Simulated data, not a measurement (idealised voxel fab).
Proc. module: voxel double patterning
Pictured: cross-section cut, 280 nm wide, on a grid of 5 nm square cells.
Cross-section format: a grid of square cells, given as bands from top to bottom; each band is one or more rows of cells.
Per band: top height and bottom height in nm, followed by the left-to-right materials and their widths in nm; "all across" marks a single material spanning edge to edge, "air" marks empty space.
Height is counted from the level 0, under which the received wafer is composed throughout of one material. The lowest of the bands is not closed at the bottom but continues downward, in the notation "0 -> down".
The notation "30 to 40" denotes a width that varies across the rows of cells in the band, beginning at the first number in the top row, finishing at the second number in the bottom row, and changing by an identical amount from each row to the next.
It should be understood that the words "identical to before", when stated for a given step, signify that the cross-section underwent no change in any of its cells during that step.
Closed-off voids of 8+ cells (no open route to the top) go in "Voids lacking openings", written width x height at distance from the left edge, in nm.
That trailing text on a step's line, after the settings, is the simulator's own remark on the step.
The setting "overlay nm" may be written on the line of a step. When the step uses a mask, the value reports how far to the right of the planned place the mask lay, and a negative value reports that it lay to the left.
[The process steps that were planned are listed below]
| 1 | RECEIVE,material Si |
| 2 | CONFORMAL_DEP,material SiO2,thk nm 5 |
| 3 | DIRECTIONAL_DEP,material TiN,thk nm 20 |
| 4 | DIRECTIONAL_DEP,material SiCN,thk nm 5 |
| 5 | PATTERN,tone open,mask id FIRST,material resist,width nm 15,pitch nm 50,thk nm 15,overlay nm 0 |
| 6 | DIRECTIONAL_ETCH,etch materials SiCN,depth nm 5 |
| 7 | STRIP,etch materials resist |
| 8 | PATTERN,tone open,mask id SECOND,material resist,width nm 15,thk nm 15,overlay nm -15 |
| 9 | DIRECTIONAL_ETCH,etch materials SiCN,depth nm 5 |
| 10 | STRIP,etch materials resist |
| 11 | DIRECTIONAL_ETCH,etch materials TiN,depth nm 20 |
| 12 | STRIP,etch materials SiCN |
varied across the wafers: overlay nm of step 8. The plan shows the first wafer's value. All wafers start alike
[After step 1, as received: first of several wafers, cross-section]
  0 -> down | Si all across
  Voids lacking openings: none
[End of module: cross-section of the first of several wafers after step 12, the last step]
  25 -> 5 | 105 nm TiN; 25 nm air; 25 nm TiN; 15 nm air; 110 nm TiN
  5 -> 0 | SiO2 all across
  0 -> down | Si all across
  Voids lacking openings: none
[Sectional view of the last wafer upon completion of the module]
  25 -> 5 | 105 nm TiN; 15 nm air; 25 nm TiN; 25 nm air; 110 nm TiN
  5 -> 0 | SiO2 all across
  0 -> down | Si all across
  Voids lacking openings: none
[Per wafer, end of module: cells gained (+) or lost (-) per material since receipt, then closed voids]
overlay nm -15 | +56 SiO2 | +192 TiN | Voids lacking openings: none
overlay nm -10 | +56 SiO2 | +188 TiN | Voids lacking openings: none
overlay nm -5 | +56 SiO2 | +188 TiN | Voids lacking openings: none
overlay nm 0 | +56 SiO2 | +188 TiN | Voids lacking openings: none
overlay nm 5 | +56 SiO2 | +188 TiN | Voids lacking openings: none
overlay nm 10 | +56 SiO2 | +188 TiN | Voids lacking openings: none
overlay nm 15 | +56 SiO2 | +192 TiN | Voids lacking openings: none
